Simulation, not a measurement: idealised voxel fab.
Title: Process Module voxel local oxidation
Displayed cross-section: cut, width of 160 nm, square cells sized 5 nm.
Each cross-section below is a grid of square cells, stated as bands in top-down order, with one or more rows of cells making up each band. Heights first: top, then bottom, in nm. Then materials, left to right, each with a width in nm. "edge to edge" on a single material: fills the band edge to edge. "blank": empty space. Height 0 is the level under which the wafer as received is all one material. The lowest band goes on downwards, as in "z 0 and below". The two numbers in a width such as "30 to 40" mark its ends across the band: the first belongs to the top row of cells, the second to the bottom row, and from each row to the next the width moves by the same amount. What does "stayed the same" mean for a step? It means no cell of the cross-section changed in that step. Any empty space of 8 cells or more lacking an open way to the top shows up in "Enclosed void entries" as width x height at distance, distance from the left edge, in nm. It should be noted that, on the line of a given step, the content following the step's settings is a remark produced by the simulator itself with respect to that step. overlay nm: how far to the right of its planned place the mask lay on this masked step (negative: to the left).
-- This section lists the process steps that were planned
1 RECEIVE,material Si
2 OXIDIZE,depth nm 5
3 CONFORMAL_DEP,material SiN,thk nm 10
4 DIRECTIONAL_DEP,material aC,thk nm 10
5 PATTERN,tone cover,mask id ACTIVE,material resist,width nm 85,thk nm 30,overlay nm 0
6 DIRECTIONAL_ETCH,etch materials aC,depth nm 10
7 STRIP,etch materials resist
8 DIRECTIONAL_ETCH,etch materials SiN,depth nm 10
9 STRIP,etch materials aC
10 SELECTIVE_ETCH,etch materials SiO2,depth nm 5
11 OXIDIZE,depth nm 15
12 STRIP,etch materials SiN
The plan's step 5 width nm is the first wafer's value; the wafers differ in this setting and start identical.
-- Cross-section of the first of several wafers on receipt, reflecting completion of step 1
> z 0 and below | Si edge to edge
> Enclosed void entries: none
-- Cross-section of the first of several wafers, taken after step 12, where the module ends
> z 0 to -5 | blank: 40, SiO2: 75, blank: 45
> z -5 to -20 | SiO2: 55, Si: 45, SiO2: 60
> z -20 and below | Si edge to edge
> Enclosed void entries: none
-- Cross-section of the last wafer at end of module
> z 0 to -5 | blank: 30, SiO2: 100, blank: 30
> z -5 to -20 | SiO2: 45, Si: 70, SiO2: 45
> z -20 and below | Si edge to edge
> Enclosed void entries: none
-- Here is how to read the rows: every wafer has a row, and it shows the wafer at the end of the module, giving for each material how many cells were gained (+) or lost (-) since the wafer was received, then listing its closed voids
width nm 85, -101 Si, +84 SiO2, Enclosed void entries: none
width nm 90, -98 Si, +82 SiO2, Enclosed void entries: none
width nm 95, -95 Si, +80 SiO2, Enclosed void entries: none
width nm 100, -92 Si, +78 SiO2, Enclosed void entries: none
width nm 105, -89 Si, +76 SiO2, Enclosed void entries: none
width nm 110, -86 Si, +74 SiO2, Enclosed void entries: none
